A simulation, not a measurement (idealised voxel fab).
This is a process module. Its name is voxel ribs on slabs.
FYI the section here is cut, 200 nm wide, cells are 5 nm squares.
Cross-section, as written here: a square-cell grid given band by band from the top down, where a band holds one or more rows of cells. For a band, the entry starts with two heights in nm, that of the top and then that of the bottom, and carries on with the band's materials in order from left to right, each alongside its width in nm; the word "all across" beside a single material means it fills the band edge to edge, and "air" means empty space. The reference from which all heights are counted is 0, the level beneath which the as-received wafer is entirely one material; the lowest band, having no lower bound, proceeds downward and is written after the example "0 -> down". Graded width ("30 to 40"): value in top row of band = first number; value in bottom row = second number; row-to-row change constant. Any step labelled "remained unchanged" changed none of the cells in the cross-section. Empty spaces counting at least 8 cells and having no open way to the top are listed in "Unvented voids". The notation width x height at distance is used for each, the distance being from the left edge and all three values in nm. Anything after a step's settings on that line? It's the simulator's own note about the step. "overlay nm" answers the question of how far to the right of plan the mask lay on a step that has a mask, and when it is negative the answer is to the left.

Plan
1: RECEIVE | material Si
2: DIRECTIONAL_DEP | material SiO2 | thk nm 25
3: DIRECTIONAL_DEP | material SiN | thk nm 20
4: DIRECTIONAL_DEP | material aC | thk nm 10
5: PATTERN | tone cover | mask id RIB | material resist | width nm 20 | thk nm 30 | overlay nm 0
6: DIRECTIONAL_ETCH | etch materials aC | depth nm 10
7: STRIP | etch materials resist
8: DIRECTIONAL_ETCH | etch materials SiN | depth nm 10
9: STRIP | etch materials aC
10: PATTERN | tone cover | mask id SLAB | material resist | width nm 80 | thk nm 15 | overlay nm 0
11: DIRECTIONAL_ETCH | etch materials SiN | depth nm 10
12: STRIP | etch materials resist
13: FILL_DEP | material SiO2 | thk nm 25
14: CMP | height nm 65
15: DIRECTIONAL_DEP | material W | thk nm 10
16: PATTERN | tone cover | mask id HEATER | material resist | width nm 30 | thk nm 20 | overlay nm 0
17: DIRECTIONAL_ETCH | etch materials W | depth nm 10
18: STRIP | etch materials resist
19: CONFORMAL_DEP | material SiN | thk nm 5

So this is the incoming wafer in cross-section - it's already been through step 1
0 -> down = Si all across
Unvented voids: none

End-of-module cross-section of the first of two wafers, processed as planned
80 -> 75 = air 80 nm  SiN 40 nm  air 80 nm
75 -> 70 = air 80 nm  SiN 5 nm  W 30 nm  SiN 5 nm  air 80 nm
70 -> 65 = SiN 85 nm  W 30 nm  SiN 85 nm
65 -> 45 = SiO2 all across
45 -> 35 = SiO2 90 nm  SiN 20 nm  SiO2 90 nm
35 -> 25 = SiO2 60 nm  SiN 80 nm  SiO2 60 nm
25 -> 0 = SiO2 all across
0 -> down = Si all across
Unvented voids: none

Module end: cross-section of wafer two of two. Same start and process plan as the first wafer. One mistake during execution
80 -> 75 = air 80 nm  SiN 40 nm  air 80 nm
75 -> 70 = air 80 nm  SiN 5 nm  W 30 nm  SiN 5 nm  air 80 nm
70 -> 65 = SiN 85 nm  W 30 nm  SiN 85 nm
65 -> 50 = SiO2 all across
50 -> 40 = SiO2 90 nm  SiN 20 nm  SiO2 90 nm
40 -> 30 = SiO2 60 nm  SiN 80 nm  SiO2 60 nm
30 -> 0 = SiO2 all across
0 -> down = Si all across
Unvented voids: none
The plan and the run diverged here: step 2 deviated from plan and actually ran as DIRECTIONAL_DEP | material SiO2 | thk nm 30
Cell counts per material: same on both final wafers. Positions: different.
